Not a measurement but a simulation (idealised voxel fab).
Process module under the name voxel quadruple lines
This is section cut - it's 220 nm across, gridded in 5 nm square cells.
Throughout this document, each cross-section is represented as a grid of square cells and is presented as a sequence of bands enumerated from the top downward, where a band comprises one or more rows of cells.
Heads up on the band format: heights come first, top then bottom, in nm. After that it's the materials left to right, each with its width in nm. A single material flagged "edge to edge" fills the whole band edge to edge, and "blank" means there's empty space there.
Where do heights start? At 0: under that level the wafer as delivered is made of one material only. And the lowest band has no floor; it just carries on downward, as in "0 down".
Note: "30..40" means the width goes from the first number (top row of the band) to the second number (bottom row) in equal steps per row of cells.
"nothing different" after a step means that no cell of the cross-section changed.
"Enclosed internal cavities": empty spaces of 8 cells or more with no open way to the top, each given as width x height at distance, distance from the left edge, all in nm.
Text after the settings on a step's line: the simulator's own remark on that step.
Steps that use a mask can have "overlay nm" on their line. It says how far the mask sat to the right of where it was meant to be. Negative means to the left.

### Process steps (planned)
1: RECEIVE | material Si
2: CONFORMAL_DEP | material SiO2 | thk nm 10
3: DIRECTIONAL_DEP | material W | thk nm 15
4: DIRECTIONAL_DEP | material polySi | thk nm 20
5: DIRECTIONAL_DEP | material aC | thk nm 25
6: PATTERN | tone cover | mask id MANDREL | material resist | width nm 35 | pitch nm 100 | thk nm 35 | overlay nm 0
7: DIRECTIONAL_ETCH | etch materials aC | depth nm 25
8: STRIP | etch materials resist
9: CONFORMAL_DEP | material SiO2 | thk nm 15
10: DIRECTIONAL_ETCH | etch materials SiO2 | depth nm 15
11: STRIP | etch materials aC
12: DIRECTIONAL_ETCH | etch materials polySi | depth nm 20
13: STRIP | etch materials SiO2
14: CONFORMAL_DEP | material SiCN | thk nm 10
15: DIRECTIONAL_ETCH | etch materials SiCN | depth nm 10
16: STRIP | etch materials polySi
17: DIRECTIONAL_ETCH | etch materials W | depth nm 15
18: STRIP | etch materials SiCN
19: FILL_DEP | material SiO2 | thk nm 5
20: CMP | height nm 25

### Run as planned: first of two wafers

### Wafer as received: cross-section following step 1
	0 down: Si edge to edge
	Enclosed internal cavities: none

### Wafer section view after processing step 2
	10 to 0: SiO2 edge to edge
	Whatever lies below 0 is exactly as it was before.

### Wafer section view after processing step 3
	25 to 10: W edge to edge
	Whatever lies below 10 is exactly as it was before.

### Wafer section view after processing step 4
	45 to 25: polySi edge to edge
	Whatever lies below 25 is exactly as it was before.

### Wafer section view after processing step 5
	70 to 45: aC edge to edge
	Whatever lies below 45 is exactly as it was before.

### Wafer section view after processing step 6
	105 to 70: blank=40 | resist=35 | blank=65 | resist=35 | blank=45
	Whatever lies below 70 is exactly as it was before.

### Wafer section view after processing step 7
	80 to 70: blank=40 | resist=35 | blank=65 | resist=35 | blank=45
	70 to 45: blank=40 | aC=35 | blank=65 | aC=35 | blank=45
	Whatever lies below 45 is exactly as it was before.

### Wafer section view after processing step 8
	70 to 45: blank=40 | aC=35 | blank=65 | aC=35 | blank=45
	Whatever lies below 45 is exactly as it was before.

### Wafer section view after processing step 9
	85 to 70: blank=25 | SiO2=65 | blank=35 | SiO2=65 | blank=30
	70 to 60: blank=25 | SiO2=15 | aC=35 | SiO2=15 | blank=35 | SiO2=15 | aC=35 | SiO2=15 | blank=30
	60 to 45: SiO2=40 | aC=35 | SiO2=65 | aC=35 | SiO2=45
	Whatever lies below 45 is exactly as it was before.

### Wafer section view after processing step 10
	70 to 45: blank=25 | SiO2=15 | aC=35 | SiO2=15 | blank=35 | SiO2=15 | aC=35 | SiO2=15 | blank=30
	Whatever lies below 45 is exactly as it was before.

### Wafer section view after processing step 11
	70 to 45: blank=25 | SiO2=15 | blank=35 | SiO2=15 | blank=35 | SiO2=15 | blank=35 | SiO2=15 | blank=30
	Whatever lies below 45 is exactly as it was before.

### Wafer section view after processing step 12
	70 to 45: blank=25 | SiO2=15 | blank=35 | SiO2=15 | blank=35 | SiO2=15 | blank=35 | SiO2=15 | blank=30
	45 to 25: blank=25 | polySi=15 | blank=35 | polySi=15 | blank=35 | polySi=15 | blank=35 | polySi=15 | blank=30
	Whatever lies below 25 is exactly as it was before.

### Wafer section view after processing step 13
	45 to 25: blank=25 | polySi=15 | blank=35 | polySi=15 | blank=35 | polySi=15 | blank=35 | polySi=15 | blank=30
	Whatever lies below 25 is exactly as it was before.

### Wafer section view after processing step 14
	55 to 45: blank=15 | SiCN=35 | blank=15 | SiCN=35 | blank=15 | SiCN=35 | blank=15 | SiCN=35 | blank=20
	45 to 35: blank=15 | SiCN=10 | polySi=15 | SiCN=10 | blank=15 | SiCN=10 | polySi=15 | SiCN=10 | blank=15 | SiCN=10 | polySi=15 | SiCN=10 | blank=15 | SiCN=10 | polySi=15 | SiCN=10 | blank=20
	35 to 25: SiCN=25 | polySi=15 | SiCN=35 | polySi=15 | SiCN=35 | polySi=15 | SiCN=35 | polySi=15 | SiCN=30
	Whatever lies below 25 is exactly as it was before.

### Wafer section view after processing step 15
	45 to 25: blank=15 | SiCN=10 | polySi=15 | SiCN=10 | blank=15 | SiCN=10 | polySi=15 | SiCN=10 | blank=15 | SiCN=10 | polySi=15 | SiCN=10 | blank=15 | SiCN=10 | polySi=15 | SiCN=10 | blank=20
	Whatever lies below 25 is exactly as it was before.

### Wafer section view after processing step 16
	45 to 25: blank=15 | SiCN=10 | blank=15 | SiCN=10 | blank=15 | SiCN=10 | blank=15 | SiCN=10 | blank=15 | SiCN=10 | blank=15 | SiCN=10 | blank=15 | SiCN=10 | blank=15 | SiCN=10 | blank=20
	Whatever lies below 25 is exactly as it was before.

### Wafer section view after processing step 17
	45 to 25: blank=15 | SiCN=10 | blank=15 | SiCN=10 | blank=15 | SiCN=10 | blank=15 | SiCN=10 | blank=15 | SiCN=10 | blank=15 | SiCN=10 | blank=15 | SiCN=10 | blank=15 | SiCN=10 | blank=20
	25 to 10: blank=15 | W=10 | blank=15 | W=10 | blank=15 | W=10 | blank=15 | W=10 | blank=15 | W=10 | blank=15 | W=10 | blank=15 | W=10 | blank=15 | W=10 | blank=20
	Whatever lies below 10 is exactly as it was before.

### Wafer section view after processing step 18
	25 to 10: blank=15 | W=10 | blank=15 | W=10 | blank=15 | W=10 | blank=15 | W=10 | blank=15 | W=10 | blank=15 | W=10 | blank=15 | W=10 | blank=15 | W=10 | blank=20
	Whatever lies below 10 is exactly as it was before.

### Wafer section view after processing step 19
	30 to 25: SiO2 edge to edge
	25 to 10: SiO2=15 | W=10 | SiO2=15 | W=10 | SiO2=15 | W=10 | SiO2=15 | W=10 | SiO2=15 | W=10 | SiO2=15 | W=10 | SiO2=15 | W=10 | SiO2=15 | W=10 | SiO2=20
	Whatever lies below 10 is exactly as it was before.

### Wafer section view after processing step 20
	25 to 10: SiO2=15 | W=10 | SiO2=15 | W=10 | SiO2=15 | W=10 | SiO2=15 | W=10 | SiO2=15 | W=10 | SiO2=15 | W=10 | SiO2=15 | W=10 | SiO2=15 | W=10 | SiO2=20
	Whatever lies below 10 is exactly as it was before.

### Second Wafer (Identical Start and Plan, One Processing Error; Matches First Wafer Through Step 2)

### Cross-section: second wafer, time at which step 3 was scheduled to end
	25 to 10: aC edge to edge
	Whatever lies below 10 is exactly as it was before.

### Cross-section: second wafer, time at which step 4 was scheduled to end
	45 to 25: polySi edge to edge
	Whatever lies below 25 is exactly as it was before.

### Cross-section: second wafer, time at which step 5 was scheduled to end
	70 to 45: aC edge to edge
	Whatever lies below 45 is exactly as it was before.

### Cross-section: second wafer, time at which step 6 was scheduled to end
	105 to 70: blank=40 | resist=35 | blank=65 | resist=35 | blank=45
	Whatever lies below 70 is exactly as it was before.

### Cross-section: second wafer, time at which step 7 was scheduled to end
	80 to 70: blank=40 | resist=35 | blank=65 | resist=35 | blank=45
	70 to 45: blank=40 | aC=35 | blank=65 | aC=35 | blank=45
	Whatever lies below 45 is exactly as it was before.

### Cross-section: second wafer, time at which step 8 was scheduled to end
	70 to 45: blank=40 | aC=35 | blank=65 | aC=35 | blank=45
	Whatever lies below 45 is exactly as it was before.

### Cross-section: second wafer, time at which step 9 was scheduled to end
	85 to 70: blank=25 | SiO2=65 | blank=35 | SiO2=65 | blank=30
	70 to 60: blank=25 | SiO2=15 | aC=35 | SiO2=15 | blank=35 | SiO2=15 | aC=35 | SiO2=15 | blank=30
	60 to 45: SiO2=40 | aC=35 | SiO2=65 | aC=35 | SiO2=45
	Whatever lies below 45 is exactly as it was before.

### Cross-section: second wafer, time at which step 10 was scheduled to end
	70 to 45: blank=25 | SiO2=15 | aC=35 | SiO2=15 | blank=35 | SiO2=15 | aC=35 | SiO2=15 | blank=30
	Whatever lies below 45 is exactly as it was before.

### Cross-section: second wafer, time at which step 11 was scheduled to end
	70 to 45: blank=25 | SiO2=15 | blank=35 | SiO2=15 | blank=35 | SiO2=15 | blank=35 | SiO2=15 | blank=30
	Whatever lies below 45 is exactly as it was before.

### Cross-section: second wafer, time at which step 12 was scheduled to end
	70 to 45: blank=25 | SiO2=15 | blank=35 | SiO2=15 | blank=35 | SiO2=15 | blank=35 | SiO2=15 | blank=30
	45 to 25: blank=25 | polySi=15 | blank=35 | polySi=15 | blank=35 | polySi=15 | blank=35 | polySi=15 | blank=30
	Whatever lies below 25 is exactly as it was before.

### Cross-section: second wafer, time at which step 13 was scheduled to end
	45 to 25: blank=25 | polySi=15 | blank=35 | polySi=15 | blank=35 | polySi=15 | blank=35 | polySi=15 | blank=30
	Whatever lies below 25 is exactly as it was before.

### Cross-section: second wafer, time at which step 14 was scheduled to end
	55 to 45: blank=15 | SiCN=35 | blank=15 | SiCN=35 | blank=15 | SiCN=35 | blank=15 | SiCN=35 | blank=20
	45 to 35: blank=15 | SiCN=10 | polySi=15 | SiCN=10 | blank=15 | SiCN=10 | polySi=15 | SiCN=10 | blank=15 | SiCN=10 | polySi=15 | SiCN=10 | blank=15 | SiCN=10 | polySi=15 | SiCN=10 | blank=20
	35 to 25: SiCN=25 | polySi=15 | SiCN=35 | polySi=15 | SiCN=35 | polySi=15 | SiCN=35 | polySi=15 | SiCN=30
	Whatever lies below 25 is exactly as it was before.

### Cross-section: second wafer, time at which step 15 was scheduled to end
	45 to 25: blank=15 | SiCN=10 | polySi=15 | SiCN=10 | blank=15 | SiCN=10 | polySi=15 | SiCN=10 | blank=15 | SiCN=10 | polySi=15 | SiCN=10 | blank=15 | SiCN=10 | polySi=15 | SiCN=10 | blank=20
	Whatever lies below 25 is exactly as it was before.

### Cross-section: second wafer, time at which step 16 was scheduled to end
	45 to 25: blank=15 | SiCN=10 | blank=15 | SiCN=10 | blank=15 | SiCN=10 | blank=15 | SiCN=10 | blank=15 | SiCN=10 | blank=15 | SiCN=10 | blank=15 | SiCN=10 | blank=15 | SiCN=10 | blank=20
	Whatever lies below 25 is exactly as it was before.

Cross-section: second wafer, time at which step 17 was scheduled to end: nothing different

### Cross-section: second wafer, time at which step 18 was scheduled to end
	25 to 10: aC edge to edge
	Whatever lies below 10 is exactly as it was before.

### Cross-section: second wafer, time at which step 19 was scheduled to end
	30 to 25: SiO2 edge to edge
	Whatever lies below 25 is exactly as it was before.

### Cross-section: second wafer, time at which step 20 was scheduled to end
	25 to 10: aC edge to edge
	Whatever lies below 10 is exactly as it was before.
Against the plan, the run slipped here: not per plan at step 3, really ran DIRECTIONAL_DEP | material aC | thk nm 15
Looking at both finished wafers in cells, the second ends up ahead of or behind the first on some materials: -84 SiO2; -48 W; +132 aC
